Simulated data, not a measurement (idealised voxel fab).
Herein follows the process module entitled voxel fin reveal.
Cross-section cut: width 180 nm, square cells of 5 nm.
Think of the cross-section as a grid of square cells. We describe it in bands, top to bottom, and each band covers one or more rows of those cells. Basically the band line says how high the top is and how high the bottom is, in nm, and then what's in it from left to right, every material with its width in nm. Empty space shows up as "empty", and if a single material carries "throughout" it runs the full band edge to edge. Heights are reckoned from 0. Under this level, the received wafer is all of one material. The bottommost band is open-ended downward, for example "from 0 down". The expression "30..40" gives the width at the extremes of the band, the first number at its top row of cells and the second at its bottom row, with the width changing by equal amounts from each row to the next in between. "nothing was modified" after a step means that no cell of the cross-section changed. Reported under the label "Enclosed void catalog" are the empty spaces having no open way to the top and comprising 8 cells or more; the notation for each is width x height at distance, in which the distance is measured from the left edge and all three values are in nm. Past the settings on a step's line: simulator remark, on that step. "overlay nm" denotes, for a step that has a mask, the displacement of the mask to the right of its planned place, with negative values corresponding to the left.

Here's what the planned process steps look like
1 op RECEIVE | material Si
2 op CONFORMAL_DEP | material SiN | thk nm 10
3 op DIRECTIONAL_DEP | material aC | thk nm 15
4 op PATTERN | tone cover | mask id FINS | material resist | width nm 15 | pitch nm 40 | thk nm 35 | overlay nm 0
5 op DIRECTIONAL_ETCH | etch materials aC | depth nm 15
6 op STRIP | etch materials resist
7 op DIRECTIONAL_ETCH | etch materials SiN | depth nm 10
8 op DIRECTIONAL_ETCH | etch materials Si | depth nm 35
9 op STRIP | etch materials aC
10 op FILL_DEP | material SiO2 | thk nm 10
11 op CMP | height nm 10
12 op SELECTIVE_ETCH | etch materials SiO2 | depth nm 20
13 op STRIP | etch materials SiN

So this is the incoming wafer in cross-section - it's already been through step 1
    from 0 down = Si throughout
    Enclosed void catalog: none

First of two wafers: cross-section at end of module, run per plan
    from 0 to -10 = empty (40)  Si (15)  empty (25)  Si (15)  empty (25)  Si (15)  empty (45)
    from -10 to -35 = SiO2 (40)  Si (15)  SiO2 (25)  Si (15)  SiO2 (25)  Si (15)  SiO2 (45)
    from -35 down = Si throughout
    Enclosed void catalog: none

So this is wafer number two of the two, cut at the end of the module - it started where the first did and had the same plan, we just got one thing wrong running it
    from 0 to -30 = empty (40)  Si (15)  empty (25)  Si (15)  empty (25)  Si (15)  empty (45)
    from -30 to -35 = SiO2 (40)  Si (15)  SiO2 (25)  Si (15)  SiO2 (25)  Si (15)  SiO2 (45)
    from -35 down = Si throughout
    Enclosed void catalog: none
what went wrong: plan step 12 ran twice
The closing comparison, in cells, has the second wafer with more or fewer of some materials than the first: SiO2: 108 fewer
